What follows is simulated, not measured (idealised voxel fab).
Documented hereafter: the process module known as voxel gate over fins.
cross-section cut | 270 nm wide | cells 5 nm
In what follows, cross-sections appear as grids of square cells, described through bands that run from the top down, where every band is one or more rows of cells. It is stipulated that each band's entry specify, in nanometres, the height of the top of the band and then that of its bottom, followed by the materials of the band in left-to-right sequence, each together with its width in nanometres. A single material marked by the word "everywhere" is understood to fill the band from edge to edge; the word "blank" is understood to denote empty space. Height is counted from the level 0, under which the received wafer is composed throughout of one material. The lowest of the bands is not closed at the bottom but continues downward, in the notation "0 -> down". It should be noted that a width expressed as "30->40" varies in equal increments from row to row of cells within the band, taking the value of the first number at the top row and that of the second number at the bottom row. "nothing changed" after a step means that no cell of the cross-section changed. For the entry "Sealed-off cavities", the listed items are empty spaces with no open way to the top whose size is 8 cells or more; each item follows the pattern width x height at distance, where distance is from the left edge and all three are in nm. Step line, after settings: the simulator's comment on this step. The "overlay nm" setting may appear on a step's line; for a step that uses a mask, it gives how far to the right of its planned position the mask lay, and a negative value indicates the left.

### Planned process steps
1) op RECEIVE | material Si
2) op CONFORMAL_DEP | material SiN | thk nm 5
3) op PATTERN | tone cover | mask id FINS | material resist | width nm 15 | pitch nm 40 | thk nm 15 | overlay nm 0
4) op DIRECTIONAL_ETCH | etch materials SiN | depth nm 5
5) op DIRECTIONAL_ETCH | etch materials Si | depth nm 35
6) op STRIP | etch materials resist
7) op OXIDIZE | depth nm 5
8) op FILL_DEP | material SiO2 | thk nm 15
9) op CMP | height nm 5
10) op SELECTIVE_ETCH | etch materials SiO2 | depth nm 15
11) op STRIP | etch materials SiN
12) op CONFORMAL_DEP | material HfO2 | thk nm 5
13) op CONFORMAL_DEP | material TiN | thk nm 5
14) op CONFORMAL_DEP | material TiAl | thk nm 5
15) op CONFORMAL_DEP | material TiN | thk nm 5
16) op FILL_DEP | material W | thk nm 15
17) op CMP | height nm 30
18) op CONFORMAL_DEP | material SiN | thk nm 10

### First of the two wafers, run per plan

### As received (post step 1): cross-section
* 0 -> down = Si everywhere
* Sealed-off cavities: none

### Presented here is a cross-section of the wafer after step 2 has been performed
* 5 -> 0 = SiN everywhere
* Everything under 0 stays put, no change at all.

### Presented here is a cross-section of the wafer after step 3 has been performed
* 20 -> 5 = blank=85; resist=15; blank=25; resist=15; blank=25; resist=15; blank=90
* Everything under 5 stays put, no change at all.

### Presented here is a cross-section of the wafer after step 4 has been performed
* 20 -> 5 = blank=85; resist=15; blank=25; resist=15; blank=25; resist=15; blank=90
* 5 -> 0 = blank=85; SiN=15; blank=25; SiN=15; blank=25; SiN=15; blank=90
* Everything under 0 stays put, no change at all.

### Presented here is a cross-section of the wafer after step 5 has been performed
* 20 -> 5 = blank=85; resist=15; blank=25; resist=15; blank=25; resist=15; blank=90
* 5 -> 0 = blank=85; SiN=15; blank=25; SiN=15; blank=25; SiN=15; blank=90
* 0 -> -35 = blank=85; Si=15; blank=25; Si=15; blank=25; Si=15; blank=90
* Everything under -35 stays put, no change at all.

### Presented here is a cross-section of the wafer after step 6 has been performed
* 5 -> 0 = blank=85; SiN=15; blank=25; SiN=15; blank=25; SiN=15; blank=90
* Everything under 0 stays put, no change at all.

### Presented here is a cross-section of the wafer after step 7 has been performed
* 5 -> 0 = blank=85; SiN=15; blank=25; SiN=15; blank=25; SiN=15; blank=90
* 0 -> -35 = blank=85; SiO2=5; Si=5; SiO2=5; blank=25; SiO2=5; Si=5; SiO2=5; blank=25; SiO2=5; Si=5; SiO2=5; blank=90
* -35 -> -40 = SiO2=90; Si=5; SiO2=35; Si=5; SiO2=35; Si=5; SiO2=95
* Everything under -40 stays put, no change at all.

### Presented here is a cross-section of the wafer after step 8 has been performed
* 20 -> 5 = SiO2 everywhere
* 5 -> 0 = SiO2=85; SiN=15; SiO2=25; SiN=15; SiO2=25; SiN=15; SiO2=90
* 0 -> -40 = SiO2=90; Si=5; SiO2=35; Si=5; SiO2=35; Si=5; SiO2=95
* Everything under -40 stays put, no change at all.

### Presented here is a cross-section of the wafer after step 9 has been performed
* 5 -> 0 = SiO2=85; SiN=15; SiO2=25; SiN=15; SiO2=25; SiN=15; SiO2=90
* Everything under 0 stays put, no change at all.

### Presented here is a cross-section of the wafer after step 10 has been performed
* 5 -> 0 = blank=85; SiN=15; blank=25; SiN=15; blank=25; SiN=15; blank=90
* 0 -> -10 = blank=90; Si=5; blank=35; Si=5; blank=35; Si=5; blank=95
* Everything under -10 stays put, no change at all.

### Presented here is a cross-section of the wafer after step 11 has been performed
* 0 -> -10 = blank=90; Si=5; blank=35; Si=5; blank=35; Si=5; blank=95
* Everything under -10 stays put, no change at all.

### Presented here is a cross-section of the wafer after step 12 has been performed
* 5 -> 0 = blank=85; HfO2=15; blank=25; HfO2=15; blank=25; HfO2=15; blank=90
* 0 -> -5 = blank=85; HfO2=5; Si=5; HfO2=5; blank=25; HfO2=5; Si=5; HfO2=5; blank=25; HfO2=5; Si=5; HfO2=5; blank=90
* -5 -> -10 = HfO2=90; Si=5; HfO2=35; Si=5; HfO2=35; Si=5; HfO2=95
* Everything under -10 stays put, no change at all.

### Presented here is a cross-section of the wafer after step 13 has been performed
* 10 -> 5 = blank=80; TiN=25; blank=15; TiN=25; blank=15; TiN=25; blank=85
* 5 -> 0 = blank=80; TiN=5; HfO2=15; TiN=5; blank=15; TiN=5; HfO2=15; TiN=5; blank=15; TiN=5; HfO2=15; TiN=5; blank=85
* 0 -> -5 = TiN=85; HfO2=5; Si=5; HfO2=5; TiN=25; HfO2=5; Si=5; HfO2=5; TiN=25; HfO2=5; Si=5; HfO2=5; TiN=90
* Everything under -5 stays put, no change at all.

### Presented here is a cross-section of the wafer after step 14 has been performed
* 15 -> 10 = blank=75; TiAl=35; blank=5; TiAl=35; blank=5; TiAl=35; blank=80
* 10 -> 5 = blank=75; TiAl=5; TiN=25; TiAl=5; blank=5; TiAl=5; TiN=25; TiAl=5; blank=5; TiAl=5; TiN=25; TiAl=5; blank=80
* 5 -> 0 = TiAl=80; TiN=5; HfO2=15; TiN=5; TiAl=15; TiN=5; HfO2=15; TiN=5; TiAl=15; TiN=5; HfO2=15; TiN=5; TiAl=85
* Everything under 0 stays put, no change at all.

### Presented here is a cross-section of the wafer after step 15 has been performed
* 20 -> 15 = blank=70; TiN=125; blank=75
* 15 -> 10 = blank=70; TiN=5; TiAl=35; TiN=5; TiAl=35; TiN=5; TiAl=35; TiN=5; blank=75
* 10 -> 5 = TiN=75; TiAl=5; TiN=25; TiAl=5; TiN=5; TiAl=5; TiN=25; TiAl=5; TiN=5; TiAl=5; TiN=25; TiAl=5; TiN=80
* Everything under 5 stays put, no change at all.

### Presented here is a cross-section of the wafer after step 16 has been performed
* 35 -> 20 = W everywhere
* 20 -> 15 = W=70; TiN=125; W=75
* 15 -> 10 = W=70; TiN=5; TiAl=35; TiN=5; TiAl=35; TiN=5; TiAl=35; TiN=5; W=75
* Everything under 10 stays put, no change at all.

### Presented here is a cross-section of the wafer after step 17 has been performed
* 30 -> 20 = W everywhere
* Everything under 20 stays put, no change at all.

### Presented here is a cross-section of the wafer after step 18 has been performed
* 40 -> 30 = SiN everywhere
* Everything under 30 stays put, no change at all.

### The second wafer began exactly as the first did and followed the same plan, but one mistake was made while running it; through step 9 inclusive, the two wafers are identical

### Cross-sectional view of the second wafer at the intended end time of process step 10
* 5 -> 0 = SiO2=85; blank=15; SiO2=25; blank=15; SiO2=25; blank=15; SiO2=90
* Everything under 0 stays put, no change at all.

### Cross-sectional view of the second wafer at the intended end time of process step 11
* 0 -> -10 = blank=90; Si=5; blank=35; Si=5; blank=35; Si=5; blank=95
* -10 -> -15 = SiO2=70; blank=20; Si=5; blank=35; Si=5; blank=35; Si=5; blank=20; SiO2=75
* Everything under -15 stays put, no change at all.

### Cross-sectional view of the second wafer at the intended end time of process step 12
* 5 -> 0 = blank=85; HfO2=15; blank=25; HfO2=15; blank=25; HfO2=15; blank=90
* 0 -> -5 = blank=85; HfO2=5; Si=5; HfO2=5; blank=25; HfO2=5; Si=5; HfO2=5; blank=25; HfO2=5; Si=5; HfO2=5; blank=90
* -5 -> -10 = HfO2=75; blank=10; HfO2=5; Si=5; HfO2=5; blank=25; HfO2=5; Si=5; HfO2=5; blank=25; HfO2=5; Si=5; HfO2=5; blank=10; HfO2=80
* -10 -> -15 = SiO2=70; HfO2=20; Si=5; HfO2=35; Si=5; HfO2=35; Si=5; HfO2=20; SiO2=75
* Everything under -15 stays put, no change at all.

### Cross-sectional view of the second wafer at the intended end time of process step 13
* 10 -> 5 = blank=80; TiN=25; blank=15; TiN=25; blank=15; TiN=25; blank=85
* 5 -> 0 = blank=80; TiN=5; HfO2=15; TiN=5; blank=15; TiN=5; HfO2=15; TiN=5; blank=15; TiN=5; HfO2=15; TiN=5; blank=85
* 0 -> -5 = TiN=85; HfO2=5; Si=5; HfO2=5; TiN=5; blank=15; TiN=5; HfO2=5; Si=5; HfO2=5; TiN=5; blank=15; TiN=5; HfO2=5; Si=5; HfO2=5; TiN=90
* -5 -> -10 = HfO2=75; TiN=10; HfO2=5; Si=5; HfO2=5; TiN=25; HfO2=5; Si=5; HfO2=5; TiN=25; HfO2=5; Si=5; HfO2=5; TiN=10; HfO2=80
* Everything under -10 stays put, no change at all.

### Cross-sectional view of the second wafer at the intended end time of process step 14
* 15 -> 10 = blank=75; TiAl=35; blank=5; TiAl=35; blank=5; TiAl=35; blank=80
* 10 -> 5 = blank=75; TiAl=5; TiN=25; TiAl=5; blank=5; TiAl=5; TiN=25; TiAl=5; blank=5; TiAl=5; TiN=25; TiAl=5; blank=80
* 5 -> 0 = TiAl=80; TiN=5; HfO2=15; TiN=5; TiAl=5; blank=5; TiAl=5; TiN=5; HfO2=15; TiN=5; TiAl=5; blank=5; TiAl=5; TiN=5; HfO2=15; TiN=5; TiAl=85
* 0 -> -5 = TiN=85; HfO2=5; Si=5; HfO2=5; TiN=5; TiAl=15; TiN=5; HfO2=5; Si=5; HfO2=5; TiN=5; TiAl=15; TiN=5; HfO2=5; Si=5; HfO2=5; TiN=90
* Everything under -5 stays put, no change at all.

### Cross-sectional view of the second wafer at the intended end time of process step 15
* 20 -> 15 = blank=70; TiN=125; blank=75
* 15 -> 10 = blank=70; TiN=5; TiAl=35; TiN=5; TiAl=35; TiN=5; TiAl=35; TiN=5; blank=75
* 10 -> 5 = TiN=75; TiAl=5; TiN=25; TiAl=5; TiN=5; TiAl=5; TiN=25; TiAl=5; TiN=5; TiAl=5; TiN=25; TiAl=5; TiN=80
* 5 -> 0 = TiAl=80; TiN=5; HfO2=15; TiN=5; TiAl=5; TiN=5; TiAl=5; TiN=5; HfO2=15; TiN=5; TiAl=5; TiN=5; TiAl=5; TiN=5; HfO2=15; TiN=5; TiAl=85
* Everything under 0 stays put, no change at all.

### Cross-sectional view of the second wafer at the intended end time of process step 16
* 35 -> 20 = W everywhere
* 20 -> 15 = W=70; TiN=125; W=75
* 15 -> 10 = W=70; TiN=5; TiAl=35; TiN=5; TiAl=35; TiN=5; TiAl=35; TiN=5; W=75
* Everything under 10 stays put, no change at all.

### Cross-sectional view of the second wafer at the intended end time of process step 17
* 30 -> 20 = W everywhere
* Everything under 20 stays put, no change at all.

### Cross-sectional view of the second wafer at the intended end time of process step 18
* 40 -> 30 = SiN everywhere
* Everything under 30 stays put, no change at all.
Plan not followed: transposition of steps 10 and 11 relative to the planned sequence
End check, counted in cells, second wafer has more or fewer of these materials than the first: HfO2 +8 | SiO2 -22 | TiAl +4 | TiN +10
